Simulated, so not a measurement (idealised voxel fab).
process module | voxel gate over fins
cross-section cut | 205 nm wide | cells 5 nm
A cross-section is a grid of square cells, given in bands from the top down. A band is one or more rows of cells.
Each band's line starts with the height of the band's top and of its bottom, in nm. Then come its materials from left to right, each with its width in nm. One material with "throughout" fills the band from edge to edge. "air" is empty space.
Height 0 is the level under which the wafer as received is all one material. The lowest band goes on downwards, as in "0 down".
A width such as "30 to 40" changes by the same amount from each row of cells to the next, from the band's top row to its bottom row.
"no change" after a step means that no cell of the cross-section changed.
closed voids: empty space of 8 cells or more with no open way to the top, each as width x height at its distance from the left edge, in nm
after a step's settings: what the simulator itself notes on the step
overlay nm, on a step with a mask: how far to the right of its planned place the mask lay; to the left if negative
plan
1 op RECEIVE | material Si
2 op CONFORMAL_DEP | material SiN | thk nm 5
3 op PATTERN | tone cover | mask id FINS | material resist | width nm 15 | pitch nm 45 | thk nm 20 | overlay nm 0
4 op DIRECTIONAL_ETCH | etch materials SiN | depth nm 5
5 op DIRECTIONAL_ETCH | etch materials Si | depth nm 30
6 op STRIP | etch materials resist
7 op FILL_DEP | material SiO2 | thk nm 5
8 op CMP | height nm 5
9 op SELECTIVE_ETCH | etch materials SiO2 | depth nm 20
10 op STRIP | etch materials SiN
11 op CONFORMAL_DEP | material HfO2 | thk nm 5
12 op CONFORMAL_DEP | material TiN | thk nm 5
13 op CONFORMAL_DEP | material TiAl | thk nm 5
14 op CONFORMAL_DEP | material TiN | thk nm 5
15 op FILL_DEP | material W | thk nm 15
16 op CMP | height nm 30
17 op CONFORMAL_DEP | material SiN | thk nm 10
as received, after step 1
  0 down: Si throughout
  closed voids: none
a wafer at the end: this start, this plan, one mistake
  40 to 30: SiN throughout
  30 to 20: W throughout
  20 to 15: W 50 | TiN 100 | W 55
  15 to 10: W 50 | TiN 5 | TiAl 90 | TiN 5 | W 55
  10 to 5: W 50 | TiN 5 | TiAl 5 | TiN 35 | TiAl 10 | TiN 35 | TiAl 5 | TiN 5 | W 55
  5 to 0: TiN 55 | TiAl 5 | TiN 5 | HfO2 25 | TiN 5 | TiAl 10 | TiN 5 | HfO2 25 | TiN 5 | TiAl 5 | TiN 60
  0 to -5: TiAl 60 | TiN 5 | HfO2 5 | Si 15 | HfO2 5 | TiN 5 | TiAl 10 | TiN 5 | HfO2 5 | Si 15 | HfO2 5 | TiN 5 | TiAl 65
  -5 to -10: TiN 65 | HfO2 5 | Si 15 | HfO2 5 | TiN 20 | HfO2 5 | Si 15 | HfO2 5 | TiN 70
  -10 to -15: HfO2 70 | Si 15 | HfO2 30 | Si 15 | HfO2 75
  -15 to -60: SiO2 70 | Si 15 | SiO2 30 | Si 15 | SiO2 75
  -60 down: Si throughout
  closed voids: none
what went wrong: step 5 was run twice
